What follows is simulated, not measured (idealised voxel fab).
Process module under the name voxel self aligned vias
It is cross-section cut that appears here, measuring 300 nm in width, its square cells being 5 nm in size.
Each cross-section below is a grid of square cells, stated as bands in top-down order, with one or more rows of cells making up each band.
First you get the band's top height and its bottom height, in nm, and then the materials it's made of, left to right, with each width in nm. If you see a single material with "edge to edge", that one covers the band edge to edge. "air" is empty space.
Heights are measured from 0, the level below which the as-received wafer is all one material; the lowest band has no bottom and continues downward, written as in "z 0 and below".
Width "30->40": first value at the band's top row of cells, second value at its bottom row, equal change from row to row.
Where the words "left unchanged" appear for a step, the cross-section shows no cell changed by that step; every cell remained as before.
The entry "Encapsulated voids" lists the empty spaces that cover at least 8 cells and have no open path to the top. Each is written as width x height at distance, where the distance is measured from the left edge and all three values are in nm.
It should be noted that, on the line of a given step, the content following the step's settings is a remark produced by the simulator itself with respect to that step.
On any step carrying a mask, the "overlay nm" setting, if present on the step's line, tells how far right of its planned place the mask lay; negative values point to the left.
Process steps (planned)
1. RECEIVE: material Si
2. CONFORMAL_DEP: material SiO2, thk nm 15
3. CONFORMAL_DEP: material SiCN, thk nm 5
4. DIRECTIONAL_DEP: material lowk, thk nm 30
5. MASKED_ETCH: tone open, mask id LINES, width nm 20, pitch nm 60, etch materials lowk, depth nm 30, overlay nm 0
6. CONFORMAL_DEP: material TiN, thk nm 5
7. FILL_DEP: material Ru, thk nm 10
8. CMP: height nm 50
9. SELECTIVE_ETCH: etch materials W Ru TiN, depth nm 5
10. FILL_DEP: material SiN, thk nm 10
11. CMP: height nm 50
12. DIRECTIONAL_DEP: material lowk, thk nm 20
13. MASKED_ETCH: tone open, mask id VIAS, width nm 30, pitch nm 60, etch materials lowk, depth nm 20, overlay nm 0
14. MASKED_ETCH: tone open, mask id VIAS, width nm 30, pitch nm 60, etch materials SiN, depth nm 5, overlay nm 0
15. CONFORMAL_DEP: material TiN, thk nm 5
16. FILL_DEP: material Cu, thk nm 10
17. CMP: height nm 70
18. CONFORMAL_DEP: material SiN, thk nm 5
Incoming wafer in cross-section (state: after step 1)
- z 0 and below | Si edge to edge
- Encapsulated voids: none
Final wafer profile in cross-section after the module, from the same start and plan as above, with one mistake made during processing
- z 75 to 70 | SiN edge to edge
- z 70 to 55 | 75 nm lowk | 5 nm TiN | 20 nm Cu | 5 nm TiN | 30 nm lowk | 5 nm TiN | 20 nm Cu | 5 nm TiN | 30 nm lowk | 5 nm TiN | 20 nm Cu | 5 nm TiN | 75 nm lowk
- z 55 to 50 | 75 nm lowk | 15 nm TiN | 5 nm Cu | 10 nm TiN | 30 nm lowk | 15 nm TiN | 5 nm Cu | 10 nm TiN | 30 nm lowk | 15 nm TiN | 5 nm Cu | 10 nm TiN | 75 nm lowk
- z 50 to 45 | 85 nm lowk | 15 nm TiN | 45 nm lowk | 15 nm TiN | 45 nm lowk | 15 nm TiN | 80 nm lowk
- z 45 to 25 | 85 nm lowk | 5 nm TiN | 5 nm Ru | 5 nm TiN | 45 nm lowk | 5 nm TiN | 5 nm Ru | 5 nm TiN | 45 nm lowk | 5 nm TiN | 5 nm Ru | 5 nm TiN | 80 nm lowk
- z 25 to 20 | 85 nm lowk | 15 nm TiN | 45 nm lowk | 15 nm TiN | 45 nm lowk | 15 nm TiN | 80 nm lowk
- z 20 to 15 | SiCN edge to edge
- z 15 to 0 | SiO2 edge to edge
- z 0 and below | Si edge to edge
- Encapsulated voids: none
Which mistake was made when the wafer was run? so step 5 ended up running with a different setting than we planned, it ran as MASKED_ETCH: tone open, mask id LINES, width nm 15, pitch nm 60, etch materials lowk, depth nm 30, overlay nm 0
